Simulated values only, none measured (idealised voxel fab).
process module | voxel quadruple lines
cross-section cut | 205 nm wide | cells 5 nm
A cross-section is a grid of square cells, given in bands from the top down. A band is one or more rows of cells.
Each band's line starts with the height of the band's top and of its bottom, in nm. Then come its materials from left to right, each with its width in nm. One material with "throughout" fills the band from edge to edge. "air" is empty space.
Height 0 is the level under which the wafer as received is all one material. The lowest band goes on downwards, as in "0 down".
A width such as "30 to 40" changes by the same amount from each row of cells to the next, from the band's top row to its bottom row.
"no change" after a step means that no cell of the cross-section changed.
closed voids: empty space of 8 cells or more with no open way to the top, each as width x height at its distance from the left edge, in nm
after a step's settings: what the simulator itself notes on the step
overlay nm, on a step with a mask: how far to the right of its planned place the mask lay; to the left if negative
plan
1 op RECEIVE | material Si
2 op CONFORMAL_DEP | material SiO2 | thk nm 10
3 op DIRECTIONAL_DEP | material TiN | thk nm 15
4 op DIRECTIONAL_DEP | material polySi | thk nm 20
5 op DIRECTIONAL_DEP | material aC | thk nm 25
6 op PATTERN | tone cover | mask id MANDREL | material resist | width nm 20 | thk nm 30 | overlay nm 0
7 op DIRECTIONAL_ETCH | etch materials aC | depth nm 25
8 op STRIP | etch materials resist
9 op CONFORMAL_DEP | material SiO2 | thk nm 10
10 op DIRECTIONAL_ETCH | etch materials SiO2 | depth nm 10
11 op STRIP | etch materials aC
12 op DIRECTIONAL_ETCH | etch materials polySi | depth nm 20
13 op STRIP | etch materials SiO2
14 op CONFORMAL_DEP | material SiN | thk nm 5
15 op DIRECTIONAL_ETCH | etch materials SiN | depth nm 5
16 op STRIP | etch materials polySi
17 op DIRECTIONAL_ETCH | etch materials TiN | depth nm 15
18 op STRIP | etch materials SiN
as received, after step 1
  0 down: Si throughout
  closed voids: none
a wafer at the end: this start, this plan, one mistake
  25 to 10: air 85 | TiN 5 | air 10 | TiN 5 | air 10 | TiN 5 | air 10 | TiN 5 | air 70
  10 to 0: SiO2 throughout
  0 down: Si throughout
  closed voids: none
what went wrong: step 6 ran as: op PATTERN | tone cover | mask id MANDREL | material resist | width nm 20 | thk nm 30 | overlay nm 10
